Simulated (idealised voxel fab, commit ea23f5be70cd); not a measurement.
Process module name: voxel transistor to metal
FYI the section here is cut, 285 nm wide, cells are 5 nm squares.
Think of the cross-section as a grid of square cells. We describe it in bands, top to bottom, and each band covers one or more rows of those cells.
This entry defines a band. It first specifies the height of the band's top and the height of its bottom in nm, and then specifies the band's materials from left to right, stating each material with its width in nm. The word "edge to edge" identifies a single material that fills the band from edge to edge, while the word "empty" identifies empty space.
Heights are expressed relative to 0, this being the level below which the as-received wafer comprises one material exclusively. The lowest band is unbounded in the downward direction and is denoted as in "z 0 and below".
When a width is written as two numbers, as in "30 to 40", the first number is the width in the top row of cells of the band and the second is the width in its bottom row, and the width changes by the same amount from each row to the next.
It should be understood that the words "nothing got changed", when stated for a given step, signify that the cross-section underwent no change in any of its cells during that step.
The entry "Fully sealed voids" lists the empty spaces that cover at least 8 cells and have no open path to the top. Each is written as width x height at distance, where the distance is measured from the left edge and all three values are in nm.
Where a step's line continues beyond its settings, the continuation is a remark by the simulator itself on that step.
What "overlay nm" on a step's line means: if the step has a mask, that mask lay this far to the right of its planned place, or, when the value is negative, to the left.

[The following list gives the planned process steps]
step 1: RECEIVE: material Si
step 2: OXIDIZE: depth nm 5
step 3: CONFORMAL_DEP: material SiN, thk nm 10
step 4: PATTERN: tone cover, mask id ACTIVE, material resist, width nm 115, pitch nm 135, thk nm 15, overlay nm 0
step 5: DIRECTIONAL_ETCH: etch materials SiN, depth nm 10
step 6: DIRECTIONAL_ETCH: etch materials SiO2, depth nm 5
step 7: DIRECTIONAL_ETCH: etch materials Si, depth nm 20
step 8: STRIP: etch materials resist
step 9: FILL_DEP: material SiO2, thk nm 15
step 10: CMP: height nm 10
step 11: SELECTIVE_ETCH: etch materials SiO2, depth nm 10
step 12: STRIP: etch materials SiN
step 13: SELECTIVE_ETCH: etch materials SiO2, depth nm 5
step 14: OXIDIZE: depth nm 5
step 15: DIRECTIONAL_DEP: material polySi, thk nm 25
step 16: DIRECTIONAL_DEP: material SiCN, thk nm 10
step 17: MASKED_ETCH: tone cover, mask id GATE, width nm 15, pitch nm 135, etch materials SiCN, depth nm 20, overlay nm 0
step 18: MASKED_ETCH: tone cover, mask id GATE, width nm 15, pitch nm 135, etch materials polySi, depth nm 35, overlay nm 0
step 19: CONFORMAL_DEP: material SiN, thk nm 5
step 20: DIRECTIONAL_ETCH: etch materials SiN, depth nm 5
step 21: DIRECTIONAL_ETCH: etch materials SiO2, depth nm 5
step 22: EPI: material nSi, thk nm 5
step 23: FILL_DEP: material SiO2, thk nm 5
step 24: CMP: height nm 30
step 25: DIRECTIONAL_DEP: material SiO2, thk nm 15
step 26: MASKED_ETCH: tone open, mask id CONTACT, width nm 20, etch materials SiO2, depth nm 50, overlay nm 0
step 27: CONFORMAL_DEP: material TiN, thk nm 5
step 28: FILL_DEP: material W, thk nm 5
step 29: CMP: height nm 45
step 30: CONFORMAL_DEP: material SiCN, thk nm 5
step 31: DIRECTIONAL_DEP: material SiO2, thk nm 25
step 32: PATTERN: tone open, mask id METAL_1, material resist, width nm 20, thk nm 20, overlay nm 0
step 33: DIRECTIONAL_ETCH: etch materials SiO2, depth nm 25
step 34: DIRECTIONAL_ETCH: etch materials SiCN, depth nm 5
step 35: STRIP: etch materials resist
step 36: CONFORMAL_DEP: material TiN, thk nm 5
step 37: FILL_DEP: material Cu, thk nm 10
step 38: CMP: height nm 75
step 39: CONFORMAL_DEP: material SiCN, thk nm 5
Wafers differ in depth nm at step 14; plan lists the first wafer's value; identical starting state.

[first wafer as received, after step 1]
	z 0 and below = Si edge to edge
	Fully sealed voids: none

[Post step 39, the closing step of the module: first of several wafers, cross-sectioned]
	z 80 to 75 = SiCN edge to edge
	z 75 to 50 = SiO2: 25 / TiN: 5 / Cu: 10 / TiN: 5 / SiO2: 55 / TiN: 5 / Cu: 10 / TiN: 5 / SiO2: 40 / TiN: 5 / Cu: 10 / TiN: 5 / SiO2: 55 / TiN: 5 / Cu: 10 / TiN: 5 / SiO2: 30
	z 50 to 45 = SiCN: 25 / TiN: 20 / SiCN: 55 / TiN: 20 / SiCN: 40 / TiN: 20 / SiCN: 55 / TiN: 20 / SiCN: 30
	z 45 to 30 = SiO2: 25 / TiN: 5 / W: 10 / TiN: 5 / SiO2: 55 / TiN: 5 / W: 10 / TiN: 5 / SiO2: 40 / TiN: 5 / W: 10 / TiN: 5 / SiO2: 55 / TiN: 5 / W: 10 / TiN: 5 / SiO2: 30
	z 30 to 20 = SiO2: 25 / TiN: 5 / W: 10 / TiN: 5 / SiO2: 15 / SiN: 5 / SiCN: 15 / SiN: 5 / SiO2: 15 / TiN: 5 / W: 10 / TiN: 5 / SiO2: 40 / TiN: 5 / W: 10 / TiN: 5 / SiO2: 15 / SiN: 5 / SiCN: 15 / SiN: 5 / SiO2: 15 / TiN: 5 / W: 10 / TiN: 5 / SiO2: 30
	z 20 to 0 = SiO2: 25 / TiN: 5 / W: 10 / TiN: 5 / SiO2: 15 / SiN: 5 / polySi: 15 / SiN: 5 / SiO2: 15 / TiN: 5 / W: 10 / TiN: 5 / SiO2: 40 / TiN: 5 / W: 10 / TiN: 5 / SiO2: 15 / SiN: 5 / polySi: 15 / SiN: 5 / SiO2: 15 / TiN: 5 / W: 10 / TiN: 5 / SiO2: 30
	z 0 to -5 = SiO2: 25 / TiN: 20 / SiO2: 15 / SiN: 5 / polySi: 15 / SiN: 5 / SiO2: 15 / TiN: 20 / SiO2: 40 / TiN: 20 / SiO2: 15 / SiN: 5 / polySi: 15 / SiN: 5 / SiO2: 15 / TiN: 20 / SiO2: 30
	z -5 to -10 = SiO2: 10 / nSi: 50 / SiO2: 25 / nSi: 50 / SiO2: 10 / nSi: 50 / SiO2: 25 / nSi: 50 / SiO2: 15
	z -10 to -25 = SiO2: 15 / Si: 115 / SiO2: 20 / Si: 115 / SiO2: 20
	z -25 and below = Si edge to edge
	Fully sealed voids: none

[Last wafer, end of module, cross-section]
	z 80 to 75 = SiCN edge to edge
	z 75 to 50 = SiO2: 25 / TiN: 5 / Cu: 10 / TiN: 5 / SiO2: 55 / TiN: 5 / Cu: 10 / TiN: 5 / SiO2: 40 / TiN: 5 / Cu: 10 / TiN: 5 / SiO2: 55 / TiN: 5 / Cu: 10 / TiN: 5 / SiO2: 30
	z 50 to 45 = SiCN: 25 / TiN: 20 / SiCN: 55 / TiN: 20 / SiCN: 40 / TiN: 20 / SiCN: 55 / TiN: 20 / SiCN: 30
	z 45 to 30 = SiO2: 25 / TiN: 5 / W: 10 / TiN: 5 / SiO2: 55 / TiN: 5 / W: 10 / TiN: 5 / SiO2: 40 / TiN: 5 / W: 10 / TiN: 5 / SiO2: 55 / TiN: 5 / W: 10 / TiN: 5 / SiO2: 30
	z 30 to 20 = SiO2: 25 / TiN: 5 / W: 10 / TiN: 5 / SiO2: 15 / SiN: 5 / SiCN: 15 / SiN: 5 / SiO2: 15 / TiN: 5 / W: 10 / TiN: 5 / SiO2: 40 / TiN: 5 / W: 10 / TiN: 5 / SiO2: 15 / SiN: 5 / SiCN: 15 / SiN: 5 / SiO2: 15 / TiN: 5 / W: 10 / TiN: 5 / SiO2: 30
	z 20 to 0 = SiO2: 25 / TiN: 5 / W: 10 / TiN: 5 / SiO2: 15 / SiN: 5 / polySi: 15 / SiN: 5 / SiO2: 15 / TiN: 5 / W: 10 / TiN: 5 / SiO2: 40 / TiN: 5 / W: 10 / TiN: 5 / SiO2: 15 / SiN: 5 / polySi: 15 / SiN: 5 / SiO2: 15 / TiN: 5 / W: 10 / TiN: 5 / SiO2: 30
	z 0 to -5 = SiO2: 25 / TiN: 20 / SiO2: 15 / SiN: 5 / polySi: 15 / SiN: 5 / SiO2: 15 / TiN: 20 / SiO2: 40 / TiN: 20 / SiO2: 15 / SiN: 5 / polySi: 15 / SiN: 5 / SiO2: 15 / TiN: 20 / SiO2: 30
	z -5 to -25 = SiO2 edge to edge
	z -25 and below = Si edge to edge
	Fully sealed voids: none

[Gained (+) or lost (-) cells of each material since receipt, then closed voids: one row per wafer, at the end of the module]
depth nm 5, +40 Cu, -147 Si, +110 SiCN, +28 SiN, +595 SiO2, +144 TiN, +72 W, +40 nSi, +30 polySi, Fully sealed voids: none
depth nm 10, +40 Cu, -193 Si, +110 SiCN, +28 SiN, +681 SiO2, +144 TiN, +72 W, +30 polySi, Fully sealed voids: none
depth nm 15, +40 Cu, -239 Si, +110 SiCN, +28 SiN, +727 SiO2, +144 TiN, +72 W, +30 polySi, Fully sealed voids: none
depth nm 20, +40 Cu, -285 Si, +110 SiCN, +28 SiN, +773 SiO2, +144 TiN, +72 W, +30 polySi, Fully sealed voids: none
